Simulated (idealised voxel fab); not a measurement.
Proc. module: voxel gate over fins
The width of the displayed cross-section, cut, is 215 nm; its cells are square, with a size of 5 nm.
Each cross-section below is a grid of square cells, stated as bands in top-down order, with one or more rows of cells making up each band.
Per band: top height and bottom height in nm, followed by the left-to-right materials and their widths in nm; "full width" marks a single material spanning edge to edge, "blank" marks empty space.
It should be noted that heights are counted from 0, beneath which the wafer as supplied is of one material throughout, and that the lowest band possesses no lower boundary but continues downward, as written in "0 and below".
When a width is written as two numbers, as in "30->40", the first number is the width in the top row of cells of the band and the second is the width in its bottom row, and the width changes by the same amount from each row to the next.
It should be understood that the words "nothing altered", when stated for a given step, signify that the cross-section underwent no change in any of its cells during that step.
Look at "Closed cavities" for the closed voids: empty spaces with no open path to the top, sized 8 cells or up. Each is width x height at distance, distance from the left edge, all nm.
Note: text after step settings on the step line = simulator remark on that step.
Steps that use a mask can have "overlay nm" on their line. It says how far the mask sat to the right of where it was meant to be. Negative means to the left.

Below is the list of planned process steps
- 1: RECEIVE with material Si
- 2: CONFORMAL_DEP with material SiN, thk nm 10
- 3: DIRECTIONAL_DEP with material aC, thk nm 15
- 4: PATTERN with tone cover, mask id FINS, material resist, width nm 15, pitch nm 40, thk nm 30, overlay nm -15
- 5: DIRECTIONAL_ETCH with etch materials aC, depth nm 15
- 6: STRIP with etch materials resist
- 7: DIRECTIONAL_ETCH with etch materials SiN, depth nm 10
- 8: DIRECTIONAL_ETCH with etch materials Si, depth nm 40
- 9: STRIP with etch materials aC
- 10: FILL_DEP with material SiO2, thk nm 5
- 11: CMP with height nm 10
- 12: SELECTIVE_ETCH with etch materials SiO2, depth nm 25
- 13: STRIP with etch materials SiN
- 14: CONFORMAL_DEP with material HfO2, thk nm 5
- 15: CONFORMAL_DEP with material TiN, thk nm 5
- 16: CONFORMAL_DEP with material TiAl, thk nm 5
- 17: CONFORMAL_DEP with material TiN, thk nm 5
- 18: FILL_DEP with material W, thk nm 15
- 19: CMP with height nm 30
- 20: CONFORMAL_DEP with material SiCN, thk nm 10
For clarity, it should be stated that the wafers under discussion commence in an identical condition and differ with respect to the overlay nm of step 4, the plan indicating the value that the first wafer had.

Cross-sectional view of the first of several wafers in the as-received condition, corresponding to the state following step 1
* 0 and below | Si full width
* Closed cavities: none

End of module: cross-section of the first of several wafers after step 20, the last step
* 40 down to 30 | SiCN full width
* 30 down to 20 | W full width
* 20 down to 15 | 25 of W, then 135 of TiN, then 55 of W
* 15 down to 10 | 25 of W, then 5 of TiN, then 125 of TiAl, then 5 of TiN, then 55 of W
* 10 down to 5 | 25 of W, then 5 of TiN, then 5 of TiAl, then 35 of TiN, then 5 of TiAl, then 35 of TiN, then 5 of TiAl, then 35 of TiN, then 5 of TiAl, then 5 of TiN, then 55 of W
* 5 down to 0 | 30 of TiN, then 5 of TiAl, then 5 of TiN, then 25 of HfO2, then 5 of TiN, then 5 of TiAl, then 5 of TiN, then 25 of HfO2, then 5 of TiN, then 5 of TiAl, then 5 of TiN, then 25 of HfO2, then 5 of TiN, then 5 of TiAl, then 60 of TiN
* 0 down to -5 | 35 of TiAl, then 5 of TiN, then 5 of HfO2, then 15 of Si, then 5 of HfO2, then 5 of TiN, then 5 of TiAl, then 5 of TiN, then 5 of HfO2, then 15 of Si, then 5 of HfO2, then 5 of TiN, then 5 of TiAl, then 5 of TiN, then 5 of HfO2, then 15 of Si, then 5 of HfO2, then 5 of TiN, then 65 of TiAl
* -5 down to -10 | 40 of TiN, then 5 of HfO2, then 15 of Si, then 5 of HfO2, then 15 of TiN, then 5 of HfO2, then 15 of Si, then 5 of HfO2, then 15 of TiN, then 5 of HfO2, then 15 of Si, then 5 of HfO2, then 70 of TiN
* -10 down to -15 | 45 of HfO2, then 15 of Si, then 25 of HfO2, then 15 of Si, then 25 of HfO2, then 15 of Si, then 75 of HfO2
* -15 down to -40 | 45 of SiO2, then 15 of Si, then 25 of SiO2, then 15 of Si, then 25 of SiO2, then 15 of Si, then 75 of SiO2
* -40 and below | Si full width
* Closed cavities: none

Sectional view of the last wafer upon completion of the module
* 40 down to 30 | SiCN full width
* 30 down to 20 | W full width
* 20 down to 15 | 55 of W, then 135 of TiN, then 25 of W
* 15 down to 10 | 55 of W, then 5 of TiN, then 125 of TiAl, then 5 of TiN, then 25 of W
* 10 down to 5 | 55 of W, then 5 of TiN, then 5 of TiAl, then 35 of TiN, then 5 of TiAl, then 35 of TiN, then 5 of TiAl, then 35 of TiN, then 5 of TiAl, then 5 of TiN, then 25 of W
* 5 down to 0 | 60 of TiN, then 5 of TiAl, then 5 of TiN, then 25 of HfO2, then 5 of TiN, then 5 of TiAl, then 5 of TiN, then 25 of HfO2, then 5 of TiN, then 5 of TiAl, then 5 of TiN, then 25 of HfO2, then 5 of TiN, then 5 of TiAl, then 30 of TiN
* 0 down to -5 | 65 of TiAl, then 5 of TiN, then 5 of HfO2, then 15 of Si, then 5 of HfO2, then 5 of TiN, then 5 of TiAl, then 5 of TiN, then 5 of HfO2, then 15 of Si, then 5 of HfO2, then 5 of TiN, then 5 of TiAl, then 5 of TiN, then 5 of HfO2, then 15 of Si, then 5 of HfO2, then 5 of TiN, then 35 of TiAl
* -5 down to -10 | 70 of TiN, then 5 of HfO2, then 15 of Si, then 5 of HfO2, then 15 of TiN, then 5 of HfO2, then 15 of Si, then 5 of HfO2, then 15 of TiN, then 5 of HfO2, then 15 of Si, then 5 of HfO2, then 40 of TiN
* -10 down to -15 | 75 of HfO2, then 15 of Si, then 25 of HfO2, then 15 of Si, then 25 of HfO2, then 15 of Si, then 45 of HfO2
* -15 down to -40 | 75 of SiO2, then 15 of Si, then 25 of SiO2, then 15 of Si, then 25 of SiO2, then 15 of Si, then 45 of SiO2
* -40 and below | Si full width
* Closed cavities: none

Quick key for the table: a row per wafer, taken at the end of the module. For each material it tells you how many cells the wafer gained (+) or lost (-) since it came in, and the closed voids come after
overlay nm -15, +61 HfO2, -272 Si, +86 SiCN, +170 SiO2, +55 TiAl, +110 TiN, +134 W, Closed cavities: none
overlay nm -10, +61 HfO2, -272 Si, +86 SiCN, +170 SiO2, +55 TiAl, +110 TiN, +134 W, Closed cavities: none
overlay nm -5, +61 HfO2, -272 Si, +86 SiCN, +170 SiO2, +55 TiAl, +110 TiN, +134 W, Closed cavities: none
overlay nm 0, +61 HfO2, -272 Si, +86 SiCN, +170 SiO2, +55 TiAl, +110 TiN, +134 W, Closed cavities: none
overlay nm 5, +61 HfO2, -272 Si, +86 SiCN, +170 SiO2, +55 TiAl, +110 TiN, +134 W, Closed cavities: none
overlay nm 10, +61 HfO2, -272 Si, +86 SiCN, +170 SiO2, +55 TiAl, +110 TiN, +134 W, Closed cavities: none
overlay nm 15, +61 HfO2, -272 Si, +86 SiCN, +170 SiO2, +55 TiAl, +110 TiN, +134 W, Closed cavities: none
